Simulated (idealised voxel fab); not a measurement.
process module | voxel capacitor over wiring
cross-section cut | 285 nm wide | cells 5 nm
A cross-section is a grid of square cells, given in bands from the top down. A band is one or more rows of cells.
Each band's line starts with the height of the band's top and of its bottom, in nm. Then come its materials from left to right, each with its width in nm. One material with "throughout" fills the band from edge to edge. "air" is empty space.
Height 0 is the level under which the wafer as received is all one material. The lowest band goes on downwards, as in "0 down".
A width such as "30 to 40" changes by the same amount from each row of cells to the next, from the band's top row to its bottom row.
"no change" after a step means that no cell of the cross-section changed.
closed voids: empty space of 8 cells or more with no open way to the top, each as width x height at its distance from the left edge, in nm
after a step's settings: what the simulator itself notes on the step
overlay nm, on a step with a mask: how far to the right of its planned place the mask lay; to the left if negative
plan
1 op RECEIVE | material Si
2 op CONFORMAL_DEP | material SiO2 | thk nm 15
3 op CONFORMAL_DEP | material SiCN | thk nm 5
4 op DIRECTIONAL_DEP | material SiO2 | thk nm 20
5 op DIRECTIONAL_DEP | material aC | thk nm 10
6 op PATTERN | tone open | mask id METAL_1 | material resist | width nm 20 | pitch nm 75 | thk nm 30 | overlay nm 0
7 op DIRECTIONAL_ETCH | etch materials aC | depth nm 10
8 op STRIP | etch materials resist
9 op DIRECTIONAL_ETCH | etch materials SiO2 | depth nm 20
10 op DIRECTIONAL_ETCH | etch materials SiCN | depth nm 5
11 op STRIP | etch materials aC
12 op CONFORMAL_DEP | material TiN | thk nm 5
13 op FILL_DEP | material Cu | thk nm 10
14 op CMP | height nm 40
15 op EPI | material Ru | thk nm 5
16 op FILL_DEP | material SiCN | thk nm 5
17 op DIRECTIONAL_DEP | material lowk | thk nm 10
18 op PATTERN | tone open | mask id PLUG_1 | material resist | width nm 15 | thk nm 15 | overlay nm 0
19 op DIRECTIONAL_ETCH | etch materials lowk | depth nm 10
20 op DIRECTIONAL_ETCH | etch materials SiCN | depth nm 5
21 op STRIP | etch materials resist
22 op CONFORMAL_DEP | material TiN | thk nm 5
23 op FILL_DEP | material W | thk nm 5
24 op CMP | height nm 60
25 op DIRECTIONAL_DEP | material TiN | thk nm 5
26 op DIRECTIONAL_DEP | material HfO2 | thk nm 5
27 op DIRECTIONAL_DEP | material TiN | thk nm 5
28 op PATTERN | tone cover | mask id UPPER_PLATE | material resist | width nm 60 | thk nm 15 | overlay nm 0
29 op DIRECTIONAL_ETCH | etch materials TiN | depth nm 5
30 op DIRECTIONAL_ETCH | etch materials HfO2 | depth nm 5
31 op STRIP | etch materials resist
32 op MASKED_ETCH | tone cover | mask id LOWER_PLATE | width nm 70 | etch materials TiN | depth nm 5 | overlay nm 0
33 op FILL_DEP | material SiO2 | thk nm 20
34 op CMP | height nm 90
35 op DIRECTIONAL_DEP | material aC | thk nm 10
36 op PATTERN | tone open | mask id PLUG_2 | material resist | width nm 15 | thk nm 30 | overlay nm 0
37 op DIRECTIONAL_ETCH | etch materials aC | depth nm 10
38 op STRIP | etch materials resist
39 op DIRECTIONAL_ETCH | etch materials SiO2 | depth nm 15
40 op STRIP | etch materials aC
41 op CONFORMAL_DEP | material TiN | thk nm 5
42 op FILL_DEP | material W | thk nm 5
43 op CMP | height nm 90
44 op CONFORMAL_DEP | material SiN | thk nm 5
first wafer, as planned
as received, after step 1
  0 down: Si throughout
  closed voids: none
after step 2
  15 to 0: SiO2 throughout
  below 0: unchanged
after step 3
  20 to 15: SiCN throughout
  below 15: unchanged
after step 4
  40 to 20: SiO2 throughout
  below 20: unchanged
after step 5
  50 to 40: aC throughout
  below 40: unchanged
after step 6
  80 to 50: resist 95 | air 20 | resist 55 | air 20 | resist 95
  below 50: unchanged
after step 7
  70 to 50: resist 95 | air 20 | resist 55 | air 20 | resist 95
  50 to 40: aC 95 | air 20 | aC 55 | air 20 | aC 95
  below 40: unchanged
after step 8
  50 to 40: aC 95 | air 20 | aC 55 | air 20 | aC 95
  below 40: unchanged
after step 9
  50 to 40: aC 95 | air 20 | aC 55 | air 20 | aC 95
  40 to 20: SiO2 95 | air 20 | SiO2 55 | air 20 | SiO2 95
  below 20: unchanged
after step 10
  50 to 40: aC 95 | air 20 | aC 55 | air 20 | aC 95
  40 to 20: SiO2 95 | air 20 | SiO2 55 | air 20 | SiO2 95
  20 to 15: SiCN 95 | air 20 | SiCN 55 | air 20 | SiCN 95
  below 15: unchanged
after step 11
  40 to 20: SiO2 95 | air 20 | SiO2 55 | air 20 | SiO2 95
  below 20: unchanged
after step 12
  45 to 40: TiN 100 | air 10 | TiN 65 | air 10 | TiN 100
  40 to 20: SiO2 95 | TiN 5 | air 10 | TiN 5 | SiO2 55 | TiN 5 | air 10 | TiN 5 | SiO2 95
  20 to 15: SiCN 95 | TiN 20 | SiCN 55 | TiN 20 | SiCN 95
  below 15: unchanged
after step 13
  55 to 45: Cu throughout
  45 to 40: TiN 100 | Cu 10 | TiN 65 | Cu 10 | TiN 100
  40 to 20: SiO2 95 | TiN 5 | Cu 10 | TiN 5 | SiO2 55 | TiN 5 | Cu 10 | TiN 5 | SiO2 95
  below 20: unchanged
after step 14
  40 to 20: SiO2 95 | TiN 5 | Cu 10 | TiN 5 | SiO2 55 | TiN 5 | Cu 10 | TiN 5 | SiO2 95
  below 20: unchanged
after step 15
  45 to 40: air 90 | Ru 30 | air 45 | Ru 30 | air 90
  below 40: unchanged
after step 16
  50 to 45: SiCN throughout
  45 to 40: SiCN 90 | Ru 30 | SiCN 45 | Ru 30 | SiCN 90
  below 40: unchanged
after step 17
  60 to 50: lowk throughout
  below 50: unchanged
after step 18
  75 to 60: resist 100 | air 15 | resist 170
  below 60: unchanged
after step 19
  75 to 60: resist 100 | air 15 | resist 170
  60 to 50: lowk 100 | air 15 | lowk 170
  below 50: unchanged
after step 20
  75 to 60: resist 100 | air 15 | resist 170
  60 to 50: lowk 100 | air 15 | lowk 170
  50 to 45: SiCN 100 | air 15 | SiCN 170
  below 45: unchanged
after step 21
  60 to 50: lowk 100 | air 15 | lowk 170
  below 50: unchanged
after step 22
  65 to 60: TiN 105 | air 5 | TiN 175
  60 to 50: lowk 100 | TiN 5 | air 5 | TiN 5 | lowk 170
  50 to 45: SiCN 100 | TiN 15 | SiCN 170
  below 45: unchanged
after step 23
  70 to 65: W throughout
  65 to 60: TiN 105 | W 5 | TiN 175
  60 to 50: lowk 100 | TiN 5 | W 5 | TiN 5 | lowk 170
  below 50: unchanged
after step 24
  60 to 50: lowk 100 | TiN 5 | W 5 | TiN 5 | lowk 170
  below 50: unchanged
after step 25
  65 to 60: TiN throughout
  below 60: unchanged
after step 26
  70 to 65: HfO2 throughout
  below 65: unchanged
after step 27
  75 to 70: TiN throughout
  below 70: unchanged
after step 28
  90 to 75: air 100 | resist 60 | air 125
  below 75: unchanged
after step 29
  90 to 75: air 100 | resist 60 | air 125
  75 to 70: air 100 | TiN 60 | air 125
  below 70: unchanged
after step 30
  90 to 75: air 100 | resist 60 | air 125
  75 to 70: air 100 | TiN 60 | air 125
  70 to 65: air 100 | HfO2 60 | air 125
  below 65: unchanged
after step 31
  75 to 70: air 100 | TiN 60 | air 125
  below 70: unchanged
after step 32
  75 to 70: air 100 | TiN 60 | air 125
  70 to 65: air 100 | HfO2 60 | air 125
  65 to 60: air 95 | TiN 70 | air 120
  below 60: unchanged
after step 33
  95 to 75: SiO2 throughout
  75 to 70: SiO2 100 | TiN 60 | SiO2 125
  70 to 65: SiO2 100 | HfO2 60 | SiO2 125
  65 to 60: SiO2 95 | TiN 70 | SiO2 120
  below 60: unchanged
after step 34
  90 to 75: SiO2 throughout
  below 75: unchanged
after step 35
  100 to 90: aC throughout
  below 90: unchanged
after step 36
  130 to 100: resist 110 | air 15 | resist 160
  below 100: unchanged
after step 37
  120 to 100: resist 110 | air 15 | resist 160
  100 to 90: aC 110 | air 15 | aC 160
  below 90: unchanged
after step 38
  100 to 90: aC 110 | air 15 | aC 160
  below 90: unchanged
after step 39
  100 to 90: aC 110 | air 15 | aC 160
  90 to 75: SiO2 110 | air 15 | SiO2 160
  below 75: unchanged
after step 40
  90 to 75: SiO2 110 | air 15 | SiO2 160
  below 75: unchanged
after step 41
  95 to 90: TiN 115 | air 5 | TiN 165
  90 to 80: SiO2 110 | TiN 5 | air 5 | TiN 5 | SiO2 160
  80 to 70: SiO2 110 to 100 | TiN 15 to 60 | SiO2 160 to 125
  below 70: unchanged
after step 42
  100 to 95: W throughout
  95 to 90: TiN 115 | W 5 | TiN 165
  90 to 80: SiO2 110 | TiN 5 | W 5 | TiN 5 | SiO2 160
  below 80: unchanged
after step 43
  90 to 80: SiO2 110 | TiN 5 | W 5 | TiN 5 | SiO2 160
  below 80: unchanged
after step 44
  95 to 90: SiN throughout
  below 90: unchanged
second wafer: like start, like plan, one mistake. Through step 13 it matches the first wafer
when step 14 should have ended: no change
when step 15 should have ended
  60 to 55: Ru throughout
  below 55: unchanged
when step 16 should have ended
  65 to 60: SiCN throughout
  below 60: unchanged
when step 17 should have ended
  75 to 65: lowk throughout
  below 65: unchanged
when step 18 should have ended
  90 to 75: resist 100 | air 15 | resist 170
  below 75: unchanged
when step 19 should have ended
  90 to 75: resist 100 | air 15 | resist 170
  75 to 65: lowk 100 | air 15 | lowk 170
  below 65: unchanged
when step 20 should have ended
  90 to 75: resist 100 | air 15 | resist 170
  75 to 65: lowk 100 | air 15 | lowk 170
  65 to 60: SiCN 100 | air 15 | SiCN 170
  below 60: unchanged
when step 21 should have ended
  75 to 65: lowk 100 | air 15 | lowk 170
  below 65: unchanged
when step 22 should have ended
  80 to 75: TiN 105 | air 5 | TiN 175
  75 to 65: lowk 100 | TiN 5 | air 5 | TiN 5 | lowk 170
  65 to 60: SiCN 100 | TiN 15 | SiCN 170
  below 60: unchanged
when step 23 should have ended
  85 to 80: W throughout
  80 to 75: TiN 105 | W 5 | TiN 175
  75 to 65: lowk 100 | TiN 5 | W 5 | TiN 5 | lowk 170
  below 65: unchanged
when step 24 should have ended
  60 to 55: Ru throughout
  below 55: unchanged
when step 25 should have ended
  65 to 60: TiN throughout
  below 60: unchanged
when step 26 should have ended
  70 to 65: HfO2 throughout
  below 65: unchanged
when step 27 should have ended
  75 to 70: TiN throughout
  below 70: unchanged
when step 28 should have ended
  90 to 75: air 100 | resist 60 | air 125
  below 75: unchanged
when step 29 should have ended
  90 to 75: air 100 | resist 60 | air 125
  75 to 70: air 100 | TiN 60 | air 125
  below 70: unchanged
when step 30 should have ended
  90 to 75: air 100 | resist 60 | air 125
  75 to 70: air 100 | TiN 60 | air 125
  70 to 65: air 100 | HfO2 60 | air 125
  below 65: unchanged
when step 31 should have ended
  75 to 70: air 100 | TiN 60 | air 125
  below 70: unchanged
when step 32 should have ended
  75 to 70: air 100 | TiN 60 | air 125
  70 to 65: air 100 | HfO2 60 | air 125
  65 to 60: air 95 | TiN 70 | air 120
  below 60: unchanged
when step 33 should have ended
  95 to 75: SiO2 throughout
  75 to 70: SiO2 100 | TiN 60 | SiO2 125
  70 to 65: SiO2 100 | HfO2 60 | SiO2 125
  65 to 60: SiO2 95 | TiN 70 | SiO2 120
  below 60: unchanged
when step 34 should have ended
  90 to 75: SiO2 throughout
  below 75: unchanged
when step 35 should have ended
  100 to 90: aC throughout
  below 90: unchanged
when step 36 should have ended
  130 to 100: resist 110 | air 15 | resist 160
  below 100: unchanged
when step 37 should have ended
  120 to 100: resist 110 | air 15 | resist 160
  100 to 90: aC 110 | air 15 | aC 160
  below 90: unchanged
when step 38 should have ended
  100 to 90: aC 110 | air 15 | aC 160
  below 90: unchanged
when step 39 should have ended
  100 to 90: aC 110 | air 15 | aC 160
  90 to 75: SiO2 110 | air 15 | SiO2 160
  below 75: unchanged
when step 40 should have ended
  90 to 75: SiO2 110 | air 15 | SiO2 160
  below 75: unchanged
when step 41 should have ended
  95 to 90: TiN 115 | air 5 | TiN 165
  90 to 80: SiO2 110 | TiN 5 | air 5 | TiN 5 | SiO2 160
  80 to 70: SiO2 110 to 100 | TiN 15 to 60 | SiO2 160 to 125
  below 70: unchanged
when step 42 should have ended
  100 to 95: W throughout
  95 to 90: TiN 115 | W 5 | TiN 165
  90 to 80: SiO2 110 | TiN 5 | W 5 | TiN 5 | SiO2 160
  below 80: unchanged
when step 43 should have ended
  90 to 80: SiO2 110 | TiN 5 | W 5 | TiN 5 | SiO2 160
  below 80: unchanged
when step 44 should have ended
  95 to 90: SiN throughout
  below 90: unchanged
what went wrong: step 14 was left out
at the end the second wafer has, in cells: 118 more of Cu | 45 more of Ru | 99 fewer of SiCN | 46 more of TiN | 2 fewer of W | 108 fewer of lowk
